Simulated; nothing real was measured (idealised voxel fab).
process module | voxel self aligned vias
cross-section cut | 185 nm wide | cells 5 nm
A cross-section is a grid of square cells, given in bands from the top down. A band is one or more rows of cells.
Each band's line starts with the height of the band's top and of its bottom, in nm. Then come its materials from left to right, each with its width in nm. One material with "throughout" fills the band from edge to edge. "air" is empty space.
Height 0 is the level under which the wafer as received is all one material. The lowest band goes on downwards, as in "0 down".
A width such as "30 to 40" changes by the same amount from each row of cells to the next, from the band's top row to its bottom row.
"no change" after a step means that no cell of the cross-section changed.
closed voids: empty space of 8 cells or more with no open way to the top, each as width x height at its distance from the left edge, in nm
after a step's settings: what the simulator itself notes on the step
overlay nm, on a step with a mask: how far to the right of its planned place the mask lay; to the left if negative
Each pair below shows a cross-section before one step and the cross-section after it, down to the lowest band that changed. The line under each pair gives the step between them, with its settings. The pairs can come from different runs of this module on the same starting wafer, so a pair continues from the pair above only where its "before" says so.
before
  50 to 20: lowk 25 | air 15 | lowk 45 | air 15 | lowk 45 | air 15 | lowk 25
  20 to 15: SiCN throughout
  15 to 0: SiO2 throughout
  0 down: Si throughout
  closed voids: none
after
  55 to 50: TiN 30 | air 5 | TiN 55 | air 5 | TiN 55 | air 5 | TiN 30
  50 to 25: lowk 25 | TiN 5 | air 5 | TiN 5 | lowk 45 | TiN 5 | air 5 | TiN 5 | lowk 45 | TiN 5 | air 5 | TiN 5 | lowk 25
  25 to 20: lowk 25 | TiN 15 | lowk 45 | TiN 15 | lowk 45 | TiN 15 | lowk 25
  below 20: unchanged
  closed voids: none
the step between: op CONFORMAL_DEP | material TiN | thk nm 5
before: the cross-section after the pair above
after
  65 to 55: Ru throughout
  55 to 50: TiN 30 | Ru 5 | TiN 55 | Ru 5 | TiN 55 | Ru 5 | TiN 30
  50 to 25: lowk 25 | TiN 5 | Ru 5 | TiN 5 | lowk 45 | TiN 5 | Ru 5 | TiN 5 | lowk 45 | TiN 5 | Ru 5 | TiN 5 | lowk 25
  below 25: unchanged
  closed voids: none
the step between: op FILL_DEP | material Ru | thk nm 10
before: the cross-section after the pair above
after
  50 to 25: lowk 25 | TiN 5 | Ru 5 | TiN 5 | lowk 45 | TiN 5 | Ru 5 | TiN 5 | lowk 45 | TiN 5 | Ru 5 | TiN 5 | lowk 25
  below 25: unchanged
  closed voids: none
the step between: op CMP | height nm 50
before: the cross-section after the pair above
after
  50 to 40: lowk 25 | air 15 | lowk 45 | air 15 | lowk 45 | air 15 | lowk 25
  below 40: unchanged
  closed voids: none
the step between: op SELECTIVE_ETCH | etch materials W Ru TiN | depth nm 10
before: the cross-section after the pair above
after
  60 to 50: SiN throughout
  50 to 40: lowk 25 | SiN 15 | lowk 45 | SiN 15 | lowk 45 | SiN 15 | lowk 25
  below 40: unchanged
  closed voids: none
the step between: op FILL_DEP | material SiN | thk nm 10
before: the cross-section after the pair above
after
  50 to 40: lowk 25 | SiN 15 | lowk 45 | SiN 15 | lowk 45 | SiN 15 | lowk 25
  below 40: unchanged
  closed voids: none
the step between: op CMP | height nm 50
before: the cross-section after the pair above
after
  65 to 50: lowk throughout
  below 50: unchanged
  closed voids: none
the step between: op DIRECTIONAL_DEP | material lowk | thk nm 15
before: the cross-section after the pair above
after
  85 to 65: resist 15 | air 30 | resist 30 | air 30 | resist 30 | air 30 | resist 20
  below 65: unchanged
  closed voids: none
the step between: op PATTERN | tone open | mask id VIAS | material resist | width nm 30 | pitch nm 60 | thk nm 20 | overlay nm 0
before: the cross-section after the pair above
after
  85 to 65: resist 15 | air 30 | resist 30 | air 30 | resist 30 | air 30 | resist 20
  65 to 50: lowk 15 | air 30 | lowk 30 | air 30 | lowk 30 | air 30 | lowk 20
  below 50: unchanged
  closed voids: none
the step between: op DIRECTIONAL_ETCH | etch materials lowk | depth nm 15
before: the cross-section after the pair above
after
  85 to 65: resist 15 | air 30 | resist 30 | air 30 | resist 30 | air 30 | resist 20
  65 to 50: lowk 15 | air 30 | lowk 30 | air 30 | lowk 30 | air 30 | lowk 20
  50 to 40: lowk 25 | air 15 | lowk 45 | air 15 | lowk 45 | air 15 | lowk 25
  below 40: unchanged
  closed voids: none
the step between: op DIRECTIONAL_ETCH | etch materials SiN | depth nm 10
before: the cross-section after the pair above
after
  65 to 50: lowk 15 | air 30 | lowk 30 | air 30 | lowk 30 | air 30 | lowk 20
  below 50: unchanged
  closed voids: none
the step between: op STRIP | etch materials resist
before: the cross-section after the pair above
after
  70 to 65: TiN 20 | air 20 | TiN 40 | air 20 | TiN 40 | air 20 | TiN 25
  65 to 55: lowk 15 | TiN 5 | air 20 | TiN 5 | lowk 30 | TiN 5 | air 20 | TiN 5 | lowk 30 | TiN 5 | air 20 | TiN 5 | lowk 20
  55 to 45: lowk 15 to 25 | TiN 15 to 5 | air 5 | TiN 10 to 5 | lowk 30 to 45 | TiN 15 to 5 | air 5 | TiN 10 to 5 | lowk 30 to 45 | TiN 15 to 5 | air 5 | TiN 10 to 5 | lowk 20 to 25
  45 to 40: lowk 25 | TiN 15 | lowk 45 | TiN 15 | lowk 45 | TiN 15 | lowk 25
  below 40: unchanged
  closed voids: none
the step between: op CONFORMAL_DEP | material TiN | thk nm 5
before: the cross-section after the pair above
after
  75 to 70: Ru throughout
  70 to 65: TiN 20 | Ru 20 | TiN 40 | Ru 20 | TiN 40 | Ru 20 | TiN 25
  65 to 55: lowk 15 | TiN 5 | Ru 20 | TiN 5 | lowk 30 | TiN 5 | Ru 20 | TiN 5 | lowk 30 | TiN 5 | Ru 20 | TiN 5 | lowk 20
  55 to 45: lowk 15 to 25 | TiN 15 to 5 | Ru 5 | TiN 10 to 5 | lowk 30 to 45 | TiN 15 to 5 | Ru 5 | TiN 10 to 5 | lowk 30 to 45 | TiN 15 to 5 | Ru 5 | TiN 10 to 5 | lowk 20 to 25
  below 45: unchanged
  closed voids: none
the step between: op FILL_DEP | material Ru | thk nm 5
before: the cross-section after the pair above
after
  65 to 55: lowk 15 | TiN 5 | Ru 20 | TiN 5 | lowk 30 | TiN 5 | Ru 20 | TiN 5 | lowk 30 | TiN 5 | Ru 20 | TiN 5 | lowk 20
  below 55: unchanged
  closed voids: none
the step between: op CMP | height nm 65
before: the cross-section after the pair above
after
  70 to 65: SiN throughout
  below 65: unchanged
  closed voids: none
the step between: op CONFORMAL_DEP | material SiN | thk nm 5
before
  50 to 20: lowk throughout
  20 to 15: SiCN throughout
  15 to 0: SiO2 throughout
  0 down: Si throughout
  closed voids: none
after
  65 to 50: resist 25 | air 20 | resist 40 | air 20 | resist 40 | air 20 | resist 20
  below 50: unchanged
  closed voids: none
the step between: op PATTERN | tone open | mask id LINES | material resist | width nm 20 | pitch nm 60 | thk nm 15 | overlay nm 5
before: the cross-section after the pair above
after
  65 to 50: resist 25 | air 20 | resist 40 | air 20 | resist 40 | air 20 | resist 20
  50 to 20: lowk 25 | air 20 | lowk 40 | air 20 | lowk 40 | air 20 | lowk 20
  below 20: unchanged
  closed voids: none
the step between: op DIRECTIONAL_ETCH | etch materials lowk | depth nm 30
before: the cross-section after the pair above
after
  50 to 20: lowk 25 | air 20 | lowk 40 | air 20 | lowk 40 | air 20 | lowk 20
  below 20: unchanged
  closed voids: none
the step between: op STRIP | etch materials resist
before: the cross-section after the pair above
after
  55 to 50: TiN 30 | air 10 | TiN 50 | air 10 | TiN 50 | air 10 | TiN 25
  50 to 25: lowk 25 | TiN 5 | air 10 | TiN 5 | lowk 40 | TiN 5 | air 10 | TiN 5 | lowk 40 | TiN 5 | air 10 | TiN 5 | lowk 20
  25 to 20: lowk 25 | TiN 20 | lowk 40 | TiN 20 | lowk 40 | TiN 20 | lowk 20
  below 20: unchanged
  closed voids: none
the step between: op CONFORMAL_DEP | material TiN | thk nm 5
before: the cross-section after the pair above
after
  65 to 55: Ru throughout
  55 to 50: TiN 30 | Ru 10 | TiN 50 | Ru 10 | TiN 50 | Ru 10 | TiN 25
  50 to 25: lowk 25 | TiN 5 | Ru 10 | TiN 5 | lowk 40 | TiN 5 | Ru 10 | TiN 5 | lowk 40 | TiN 5 | Ru 10 | TiN 5 | lowk 20
  below 25: unchanged
  closed voids: none
the step between: op FILL_DEP | material Ru | thk nm 10
before: the cross-section after the pair above
after
  50 to 25: lowk 25 | TiN 5 | Ru 10 | TiN 5 | lowk 40 | TiN 5 | Ru 10 | TiN 5 | lowk 40 | TiN 5 | Ru 10 | TiN 5 | lowk 20
  below 25: unchanged
  closed voids: none
the step between: op CMP | height nm 50
before: the cross-section after the pair above
after
  50 to 40: lowk 25 | air 20 | lowk 40 | air 20 | lowk 40 | air 20 | lowk 20
  below 40: unchanged
  closed voids: none
the step between: op SELECTIVE_ETCH | etch materials W Ru TiN | depth nm 10
before: the cross-section after the pair above
after
  60 to 50: SiN throughout
  50 to 40: lowk 25 | SiN 20 | lowk 40 | SiN 20 | lowk 40 | SiN 20 | lowk 20
  below 40: unchanged
  closed voids: none
the step between: op FILL_DEP | material SiN | thk nm 10
before: the cross-section after the pair above
after
  50 to 40: lowk 25 | SiN 20 | lowk 40 | SiN 20 | lowk 40 | SiN 20 | lowk 20
  below 40: unchanged
  closed voids: none
the step between: op CMP | height nm 50
before: the cross-section after the pair above
after
  65 to 50: lowk throughout
  below 50: unchanged
  closed voids: none
the step between: op DIRECTIONAL_DEP | material lowk | thk nm 15
before: the cross-section after the pair above
after
  85 to 65: resist 15 | air 30 | resist 30 | air 30 | resist 30 | air 30 | resist 20
  below 65: unchanged
  closed voids: none
the step between: op PATTERN | tone open | mask id VIAS | material resist | width nm 30 | pitch nm 60 | thk nm 20 | overlay nm 0
before: the cross-section after the pair above
after
  85 to 65: resist 15 | air 30 | resist 30 | air 30 | resist 30 | air 30 | resist 20
  65 to 50: lowk 15 | air 30 | lowk 30 | air 30 | lowk 30 | air 30 | lowk 20
  below 50: unchanged
  closed voids: none
the step between: op DIRECTIONAL_ETCH | etch materials lowk | depth nm 15
before: the cross-section after the pair above
after
  85 to 65: resist 15 | air 30 | resist 30 | air 30 | resist 30 | air 30 | resist 20
  65 to 50: lowk 15 | air 30 | lowk 30 | air 30 | lowk 30 | air 30 | lowk 20
  50 to 40: lowk 25 | air 20 | lowk 40 | air 20 | lowk 40 | air 20 | lowk 20
  below 40: unchanged
  closed voids: none
the step between: op DIRECTIONAL_ETCH | etch materials SiN | depth nm 10
before: the cross-section after the pair above
after
  65 to 50: lowk 15 | air 30 | lowk 30 | air 30 | lowk 30 | air 30 | lowk 20
  below 50: unchanged
  closed voids: none
the step between: op STRIP | etch materials resist
before: the cross-section after the pair above
after
  70 to 65: TiN 20 | air 20 | TiN 40 | air 20 | TiN 40 | air 20 | TiN 25
  65 to 55: lowk 15 | TiN 5 | air 20 | TiN 5 | lowk 30 | TiN 5 | air 20 | TiN 5 | lowk 30 | TiN 5 | air 20 | TiN 5 | lowk 20
  55 to 45: lowk 15 to 25 | TiN 15 to 5 | air 10 | TiN 5 | lowk 30 to 40 | TiN 15 to 5 | air 10 | TiN 5 | lowk 30 to 40 | TiN 15 to 5 | air 10 | TiN 5 | lowk 20
  45 to 40: lowk 25 | TiN 20 | lowk 40 | TiN 20 | lowk 40 | TiN 20 | lowk 20
  below 40: unchanged
  closed voids: none
the step between: op CONFORMAL_DEP | material TiN | thk nm 5
before: the cross-section after the pair above
after
  75 to 70: Ru throughout
  70 to 65: TiN 20 | Ru 20 | TiN 40 | Ru 20 | TiN 40 | Ru 20 | TiN 25
  65 to 55: lowk 15 | TiN 5 | Ru 20 | TiN 5 | lowk 30 | TiN 5 | Ru 20 | TiN 5 | lowk 30 | TiN 5 | Ru 20 | TiN 5 | lowk 20
  55 to 45: lowk 15 to 25 | TiN 15 to 5 | Ru 10 | TiN 5 | lowk 30 to 40 | TiN 15 to 5 | Ru 10 | TiN 5 | lowk 30 to 40 | TiN 15 to 5 | Ru 10 | TiN 5 | lowk 20
  below 45: unchanged
  closed voids: none
the step between: op FILL_DEP | material Ru | thk nm 5
before: the cross-section after the pair above
after
  65 to 55: lowk 15 | TiN 5 | Ru 20 | TiN 5 | lowk 30 | TiN 5 | Ru 20 | TiN 5 | lowk 30 | TiN 5 | Ru 20 | TiN 5 | lowk 20
  below 55: unchanged
  closed voids: none
the step between: op CMP | height nm 65
before: the cross-section after the pair above
after
  70 to 65: SiN throughout
  below 65: unchanged
  closed voids: none
the step between: op CONFORMAL_DEP | material SiN | thk nm 5
before
  50 to 20: lowk 20 | air 20 | lowk 40 | air 20 | lowk 40 | air 20 | lowk 25
  20 to 15: SiCN throughout
  15 to 0: SiO2 throughout
  0 down: Si throughout
  closed voids: none
after
  55 to 25: lowk 25 | air 10 | lowk 50 | air 10 | lowk 50 | air 10 | lowk 30
  25 to 20: lowk throughout
  below 20: unchanged
  closed voids: none
the step between: op CONFORMAL_DEP | material lowk | thk nm 5
before: the cross-section after the pair above
after
  65 to 55: Ru throughout
  55 to 25: lowk 25 | Ru 10 | lowk 50 | Ru 10 | lowk 50 | Ru 10 | lowk 30
  below 25: unchanged
  closed voids: none
the step between: op FILL_DEP | material Ru | thk nm 10
before: the cross-section after the pair above
after
  50 to 25: lowk 25 | Ru 10 | lowk 50 | Ru 10 | lowk 50 | Ru 10 | lowk 30
  below 25: unchanged
  closed voids: none
the step between: op CMP | height nm 50
before: the cross-section after the pair above
after
  50 to 40: lowk 25 | air 10 | lowk 50 | air 10 | lowk 50 | air 10 | lowk 30
  below 40: unchanged
  closed voids: none
the step between: op SELECTIVE_ETCH | etch materials W Ru TiN | depth nm 10
before: the cross-section after the pair above
after
  60 to 50: SiN throughout
  50 to 40: lowk 25 | SiN 10 | lowk 50 | SiN 10 | lowk 50 | SiN 10 | lowk 30
  below 40: unchanged
  closed voids: none
the step between: op FILL_DEP | material SiN | thk nm 10
before: the cross-section after the pair above
after
  50 to 40: lowk 25 | SiN 10 | lowk 50 | SiN 10 | lowk 50 | SiN 10 | lowk 30
  below 40: unchanged
  closed voids: none
the step between: op CMP | height nm 50
before: the cross-section after the pair above
after
  65 to 50: lowk throughout
  below 50: unchanged
  closed voids: none
the step between: op DIRECTIONAL_DEP | material lowk | thk nm 15
before: the cross-section after the pair above
after
  85 to 65: resist 15 | air 30 | resist 30 | air 30 | resist 30 | air 30 | resist 20
  below 65: unchanged
  closed voids: none
the step between: op PATTERN | tone open | mask id VIAS | material resist | width nm 30 | pitch nm 60 | thk nm 20 | overlay nm 0
before: the cross-section after the pair above
after
  85 to 65: resist 15 | air 30 | resist 30 | air 30 | resist 30 | air 30 | resist 20
  65 to 50: lowk 15 | air 30 | lowk 30 | air 30 | lowk 30 | air 30 | lowk 20
  below 50: unchanged
  closed voids: none
the step between: op DIRECTIONAL_ETCH | etch materials lowk | depth nm 15
before: the cross-section after the pair above
after
  85 to 65: resist 15 | air 30 | resist 30 | air 30 | resist 30 | air 30 | resist 20
  65 to 50: lowk 15 | air 30 | lowk 30 | air 30 | lowk 30 | air 30 | lowk 20
  50 to 40: lowk 25 | air 10 | lowk 50 | air 10 | lowk 50 | air 10 | lowk 30
  below 40: unchanged
  closed voids: none
the step between: op DIRECTIONAL_ETCH | etch materials SiN | depth nm 10
before: the cross-section after the pair above
after
  65 to 50: lowk 15 | air 30 | lowk 30 | air 30 | lowk 30 | air 30 | lowk 20
  below 50: unchanged
  closed voids: none
the step between: op STRIP | etch materials resist
before: the cross-section after the pair above
after
  70 to 65: TiN 20 | air 20 | TiN 40 | air 20 | TiN 40 | air 20 | TiN 25
  65 to 55: lowk 15 | TiN 5 | air 20 | TiN 5 | lowk 30 | TiN 5 | air 20 | TiN 5 | lowk 30 | TiN 5 | air 20 | TiN 5 | lowk 20
  55 to 50: lowk 15 | TiN 30 | lowk 30 | TiN 30 | lowk 30 | TiN 30 | lowk 20
  50 to 40: lowk 25 | TiN 10 | lowk 50 | TiN 10 | lowk 50 | TiN 10 | lowk 30
  below 40: unchanged
  closed voids: none
the step between: op CONFORMAL_DEP | material TiN | thk nm 5
before: the cross-section after the pair above
after
  75 to 70: Ru throughout
  70 to 65: TiN 20 | Ru 20 | TiN 40 | Ru 20 | TiN 40 | Ru 20 | TiN 25
  65 to 55: lowk 15 | TiN 5 | Ru 20 | TiN 5 | lowk 30 | TiN 5 | Ru 20 | TiN 5 | lowk 30 | TiN 5 | Ru 20 | TiN 5 | lowk 20
  below 55: unchanged
  closed voids: none
the step between: op FILL_DEP | material Ru | thk nm 5
before: the cross-section after the pair above
after
  65 to 55: lowk 15 | TiN 5 | Ru 20 | TiN 5 | lowk 30 | TiN 5 | Ru 20 | TiN 5 | lowk 30 | TiN 5 | Ru 20 | TiN 5 | lowk 20
  below 55: unchanged
  closed voids: none
the step between: op CMP | height nm 65
before: the cross-section after the pair above
after
  70 to 65: SiN throughout
  below 65: unchanged
  closed voids: none
the step between: op CONFORMAL_DEP | material SiN | thk nm 5
before
  50 to 20: lowk throughout
  20 to 15: SiCN throughout
  15 to 0: SiO2 throughout
  0 down: Si throughout
  closed voids: none
after
  65 to 50: air 20 | resist 20 | air 40 | resist 20 | air 40 | resist 20 | air 25
  below 50: unchanged
  closed voids: none
the step between: op PATTERN | tone cover | mask id LINES | material resist | width nm 20 | pitch nm 60 | thk nm 15 | overlay nm 0
before: the cross-section after the pair above
after
  65 to 50: air 20 | resist 20 | air 40 | resist 20 | air 40 | resist 20 | air 25
  50 to 20: air 20 | lowk 20 | air 40 | lowk 20 | air 40 | lowk 20 | air 25
  below 20: unchanged
  closed voids: none
the step between: op DIRECTIONAL_ETCH | etch materials lowk | depth nm 30
before: the cross-section after the pair above
after
  50 to 20: air 20 | lowk 20 | air 40 | lowk 20 | air 40 | lowk 20 | air 25
  below 20: unchanged
  closed voids: none
the step between: op STRIP | etch materials resist
before: the cross-section after the pair above
after
  55 to 50: air 15 | TiN 30 | air 30 | TiN 30 | air 30 | TiN 30 | air 20
  50 to 25: air 15 | TiN 5 | lowk 20 | TiN 5 | air 30 | TiN 5 | lowk 20 | TiN 5 | air 30 | TiN 5 | lowk 20 | TiN 5 | air 20
  25 to 20: TiN 20 | lowk 20 | TiN 40 | lowk 20 | TiN 40 | lowk 20 | TiN 25
  below 20: unchanged
  closed voids: none
the step between: op CONFORMAL_DEP | material TiN | thk nm 5
before: the cross-section after the pair above
after
  65 to 55: Ru throughout
  55 to 50: Ru 15 | TiN 30 | Ru 30 | TiN 30 | Ru 30 | TiN 30 | Ru 20
  50 to 25: Ru 15 | TiN 5 | lowk 20 | TiN 5 | Ru 30 | TiN 5 | lowk 20 | TiN 5 | Ru 30 | TiN 5 | lowk 20 | TiN 5 | Ru 20
  below 25: unchanged
  closed voids: none
the step between: op FILL_DEP | material Ru | thk nm 10
before: the cross-section after the pair above
after
  50 to 25: Ru 15 | TiN 5 | lowk 20 | TiN 5 | Ru 30 | TiN 5 | lowk 20 | TiN 5 | Ru 30 | TiN 5 | lowk 20 | TiN 5 | Ru 20
  below 25: unchanged
  closed voids: none
the step between: op CMP | height nm 50
before: the cross-section after the pair above
after
  50 to 40: air 20 | lowk 20 | air 40 | lowk 20 | air 40 | lowk 20 | air 25
  below 40: unchanged
  closed voids: none
the step between: op SELECTIVE_ETCH | etch materials W Ru TiN | depth nm 10
before: the cross-section after the pair above
after
  60 to 50: SiN throughout
  50 to 40: SiN 20 | lowk 20 | SiN 40 | lowk 20 | SiN 40 | lowk 20 | SiN 25
  below 40: unchanged
  closed voids: none
the step between: op FILL_DEP | material SiN | thk nm 10
before: the cross-section after the pair above
after
  50 to 40: SiN 20 | lowk 20 | SiN 40 | lowk 20 | SiN 40 | lowk 20 | SiN 25
  below 40: unchanged
  closed voids: none
the step between: op CMP | height nm 50
before: the cross-section after the pair above
after
  65 to 50: lowk throughout
  below 50: unchanged
  closed voids: none
the step between: op DIRECTIONAL_DEP | material lowk | thk nm 15
before: the cross-section after the pair above
after
  85 to 65: resist 15 | air 30 | resist 30 | air 30 | resist 30 | air 30 | resist 20
  below 65: unchanged
  closed voids: none
the step between: op PATTERN | tone open | mask id VIAS | material resist | width nm 30 | pitch nm 60 | thk nm 20 | overlay nm 0
before: the cross-section after the pair above
after
  85 to 65: resist 15 | air 30 | resist 30 | air 30 | resist 30 | air 30 | resist 20
  65 to 50: lowk 15 | air 30 | lowk 30 | air 30 | lowk 30 | air 30 | lowk 20
  below 50: unchanged
  closed voids: none
the step between: op DIRECTIONAL_ETCH | etch materials lowk | depth nm 15
before: the cross-section after the pair above
after
  85 to 65: resist 15 | air 30 | resist 30 | air 30 | resist 30 | air 30 | resist 20
  65 to 50: lowk 15 | air 30 | lowk 30 | air 30 | lowk 30 | air 30 | lowk 20
  50 to 40: SiN 15 | air 5 | lowk 20 | air 5 | SiN 30 | air 5 | lowk 20 | air 5 | SiN 30 | air 5 | lowk 20 | air 5 | SiN 20
  below 40: unchanged
  closed voids: none
the step between: op DIRECTIONAL_ETCH | etch materials SiN | depth nm 10
before: the cross-section after the pair above
after
  65 to 50: lowk 15 | air 30 | lowk 30 | air 30 | lowk 30 | air 30 | lowk 20
  below 50: unchanged
  closed voids: none
the step between: op STRIP | etch materials resist
before: the cross-section after the pair above
after
  70 to 65: TiN 20 | air 20 | TiN 40 | air 20 | TiN 40 | air 20 | TiN 25
  65 to 55: lowk 15 | TiN 5 | air 20 | TiN 5 | lowk 30 | TiN 5 | air 20 | TiN 5 | lowk 30 | TiN 5 | air 20 | TiN 5 | lowk 20
  55 to 50: lowk 15 | TiN 30 | lowk 30 | TiN 30 | lowk 30 | TiN 30 | lowk 20
  50 to 40: SiN 15 | TiN 5 | lowk 20 | TiN 5 | SiN 30 | TiN 5 | lowk 20 | TiN 5 | SiN 30 | TiN 5 | lowk 20 | TiN 5 | SiN 20
  below 40: unchanged
  closed voids: none
the step between: op CONFORMAL_DEP | material TiN | thk nm 5
before: the cross-section after the pair above
after
  75 to 70: Ru throughout
  70 to 65: TiN 20 | Ru 20 | TiN 40 | Ru 20 | TiN 40 | Ru 20 | TiN 25
  65 to 55: lowk 15 | TiN 5 | Ru 20 | TiN 5 | lowk 30 | TiN 5 | Ru 20 | TiN 5 | lowk 30 | TiN 5 | Ru 20 | TiN 5 | lowk 20
  below 55: unchanged
  closed voids: none
the step between: op FILL_DEP | material Ru | thk nm 5
before: the cross-section after the pair above
after
  65 to 55: lowk 15 | TiN 5 | Ru 20 | TiN 5 | lowk 30 | TiN 5 | Ru 20 | TiN 5 | lowk 30 | TiN 5 | Ru 20 | TiN 5 | lowk 20
  below 55: unchanged
  closed voids: none
the step between: op CMP | height nm 65
before: the cross-section after the pair above
after
  70 to 65: SiN throughout
  below 65: unchanged
  closed voids: none
the step between: op CONFORMAL_DEP | material SiN | thk nm 5
